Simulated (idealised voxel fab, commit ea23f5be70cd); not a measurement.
The name of this process module is voxel transistor to metal.
Cross-section cut spans 140 nm and uses square cells 5 nm in size.
How to read a cross-section here: the picture is a grid of square cells, written as bands going from the top down, and any band can span one or more rows of cells. Read a band's entry like this: the first values are the height of its top and the height of its bottom in nm, and what follows is the sequence of materials from left to right, each with its width in nm. Note that "empty" is empty space, and that a single material marked "throughout" reaches across the band from edge to edge. Where do heights start? At 0: under that level the wafer as delivered is made of one material only. And the lowest band has no floor; it just carries on downward, as in "0 down". The notation "30 to 40" denotes a width that varies across the rows of cells in the band, beginning at the first number in the top row, finishing at the second number in the bottom row, and changing by an identical amount from each row to the next. For the purposes of this document, the phrase "no change" attached to a step denotes that no cell within the cross-section was modified by that step. "Completely sealed voids" means: voids of 8 cells or more that are shut off from the top with no open way through. Written width x height at distance, distance from the left edge, in nm. Formally, on a step line, whatever follows the settings is a remark that the simulator itself makes on the step. Steps that use a mask can have "overlay nm" on their line. It says how far the mask sat to the right of where it was meant to be. Negative means to the left.
### These are the steps we planned for the process
1. RECEIVE with material Si
2. CONFORMAL_DEP with material SiO2, thk nm 5
3. CONFORMAL_DEP with material SiN, thk nm 10
4. PATTERN with tone cover, mask id ACTIVE, material resist, width nm 100, thk nm 15, overlay nm 0
5. DIRECTIONAL_ETCH with etch materials SiN, depth nm 10
6. DIRECTIONAL_ETCH with etch materials SiO2, depth nm 5
7. DIRECTIONAL_ETCH with etch materials Si, depth nm 35
8. STRIP with etch materials resist
9. FILL_DEP with material SiO2, thk nm 10
10. CMP with height nm 15
11. SELECTIVE_ETCH with etch materials SiO2, depth nm 5
12. STRIP with etch materials SiN
13. SELECTIVE_ETCH with etch materials SiO2, depth nm 5
14. OXIDIZE with depth nm 5
15. DIRECTIONAL_DEP with material polySi, thk nm 20
16. DIRECTIONAL_DEP with material SiCN, thk nm 10
17. PATTERN with tone cover, mask id GATE, material resist, width nm 30, thk nm 20, overlay nm 0
18. DIRECTIONAL_ETCH with etch materials SiCN, depth nm 20
19. DIRECTIONAL_ETCH with etch materials polySi, depth nm 30
20. STRIP with etch materials resist
21. CONFORMAL_DEP with material SiO2, thk nm 5
22. DIRECTIONAL_ETCH with etch materials SiO2, depth nm 5
23. CONFORMAL_DEP with material SiN, thk nm 10
24. DIRECTIONAL_ETCH with etch materials SiN, depth nm 10
25. DIRECTIONAL_ETCH with etch materials SiO2, depth nm 5
26. DIRECTIONAL_ETCH with etch materials Si, depth nm 15
27. EPI with material nSi, thk nm 15
28. FILL_DEP with material SiO2, thk nm 10
29. CMP with height nm 20
30. STRIP with etch materials polySi
31. SELECTIVE_ETCH with etch materials SiO2, depth nm 5
32. CONFORMAL_DEP with material HfO2, thk nm 5
33. CONFORMAL_DEP with material TiN, thk nm 5
34. FILL_DEP with material W, thk nm 10
35. CMP with height nm 15
36. DIRECTIONAL_DEP with material SiO2, thk nm 10
37. MASKED_ETCH with tone open, mask id CONTACT, width nm 15, pitch nm 75, etch materials SiO2, depth nm 15, overlay nm 0
38. CONFORMAL_DEP with material TiN, thk nm 5
39. FILL_DEP with material Ru, thk nm 10
40. CMP with height nm 25
41. DIRECTIONAL_DEP with material TiN, thk nm 5
42. DIRECTIONAL_DEP with material Ru, thk nm 25
43. MASKED_ETCH with tone cover, mask id METAL_1, width nm 15, pitch nm 75, etch materials Ru, depth nm 25, overlay nm 0
44. MASKED_ETCH with tone cover, mask id METAL_1, width nm 15, pitch nm 75, etch materials TiN, depth nm 5, overlay nm 0
45. FILL_DEP with material lowk, thk nm 5
46. CMP with height nm 55
47. CONFORMAL_DEP with material SiCN, thk nm 5
48. DIRECTIONAL_DEP with material SiO2, thk nm 30
49. DIRECTIONAL_DEP with material aC, thk nm 15
50. PATTERN with tone open, mask id METAL_2, material resist, width nm 15, pitch nm 75, thk nm 35, overlay nm 0
51. DIRECTIONAL_ETCH with etch materials aC, depth nm 15
52. STRIP with etch materials resist
53. DIRECTIONAL_ETCH with etch materials SiO2, depth nm 15
54. STRIP with etch materials aC
55. PATTERN with tone open, mask id METAL_2_HOLES, material resist, width nm 15, pitch nm 75, thk nm 20, overlay nm 0
56. DIRECTIONAL_ETCH with etch materials SiO2, depth nm 15
57. DIRECTIONAL_ETCH with etch materials SiCN, depth nm 5
58. STRIP with etch materials resist
59. CONFORMAL_DEP with material TiN, thk nm 5
60. FILL_DEP with material Cu, thk nm 5
61. CMP with height nm 90
62. CONFORMAL_DEP with material SiN, thk nm 5
Across this set of wafers, the varied parameter is the width nm of step 44. Starting conditions are identical for every wafer, and the plan reports the value assigned to the first wafer.
### Step 1 complete: as-received cross-section of the first of several wafers
- 0 down: Si throughout
- Completely sealed voids: none
### Gained (+) or lost (-) cells of each material since receipt, then closed voids: one row per wafer, at the end of the module
width nm 15 | +12 Cu | +14 HfO2 | +34 Ru | -88 Si | +22 SiCN | +44 SiN | +268 SiO2 | +60 TiN | +8 W | +132 lowk | +26 nSi | Completely sealed voids: none
width nm 20 | +12 Cu | +14 HfO2 | +34 Ru | -88 Si | +22 SiCN | +44 SiN | +268 SiO2 | +62 TiN | +8 W | +130 lowk | +26 nSi | Completely sealed voids: none
width nm 25 | +12 Cu | +14 HfO2 | +34 Ru | -88 Si | +22 SiCN | +44 SiN | +268 SiO2 | +64 TiN | +8 W | +128 lowk | +26 nSi | Completely sealed voids: none
width nm 30 | +12 Cu | +14 HfO2 | +34 Ru | -88 Si | +22 SiCN | +44 SiN | +268 SiO2 | +66 TiN | +8 W | +126 lowk | +26 nSi | Completely sealed voids: none
